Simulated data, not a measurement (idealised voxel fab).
Proc. module: voxel plated lines
230 nm wide, 5 nm square cells: that's cross-section cut.
Cross-sections here: square-cell grids, written as top-down lists of bands, a band being one or more rows of cells.
Per band: top height and bottom height in nm, followed by the left-to-right materials and their widths in nm; "throughout" marks a single material spanning edge to edge, "blank" marks empty space.
A quick word on heights: they are counted from 0, and under that level the wafer as it came to us is one material throughout. The lowest band is different from the rest in having no bottom; it simply continues downward, written as in "0..down".
Per-row width for "30->40": begins at first number (top row of band), ends at second number (bottom row), increment between rows held constant.
"remains unaltered" means the step left every cell of the cross-section as it was.
Look at "Enclosed cavity list" for the closed voids: empty spaces with no open path to the top, sized 8 cells or up. Each is width x height at distance, distance from the left edge, all nm.
Note: text after step settings on the step line = simulator remark on that step.
A step's line can hold "overlay nm"; with a mask on that step, the setting says how far right of the planned place the mask lay, while a negative setting says it lay to the left.

Set out below are the planned steps of the process:
- 1: RECEIVE: material Si
- 2: CONFORMAL_DEP: material SiN, thk nm 5
- 3: DIRECTIONAL_DEP: material TiN, thk nm 5
- 4: PATTERN: tone open, mask id LINES, material resist, width nm 20, pitch nm 50, thk nm 25, overlay nm 0
- 5: EPI: material Ru, thk nm 10
- 6: EPI: material Ru, thk nm 5
- 7: STRIP: etch materials resist
- 8: DIRECTIONAL_ETCH: etch materials TiN, depth nm 5
- 9: CONFORMAL_DEP: material SiCN, thk nm 5
What sets these wafers apart? The thk nm at step 9. They all start alike, and the plan carries the first wafer's value.

First of several wafers (as received, post step 1), cross-sectional view:
0..down = Si throughout
Enclosed cavity list: none

Tabulated below, wafer by wafer, are the end-of-module results: for each material, the number of cells gained (+) or lost (-) relative to the as-received state, followed by the closed voids:
thk nm 5 | +24 Ru | +62 SiCN | +46 SiN | +8 TiN | Enclosed cavity list: none
thk nm 10 | +24 Ru | +124 SiCN | +46 SiN | +8 TiN | Enclosed cavity list: none
thk nm 15 | +24 Ru | +186 SiCN | +46 SiN | +8 TiN | Enclosed cavity list: none
thk nm 20 | +24 Ru | +240 SiCN | +46 SiN | +8 TiN | Enclosed cavity list: none
thk nm 25 | +24 Ru | +294 SiCN | +46 SiN | +8 TiN | Enclosed cavity list: none
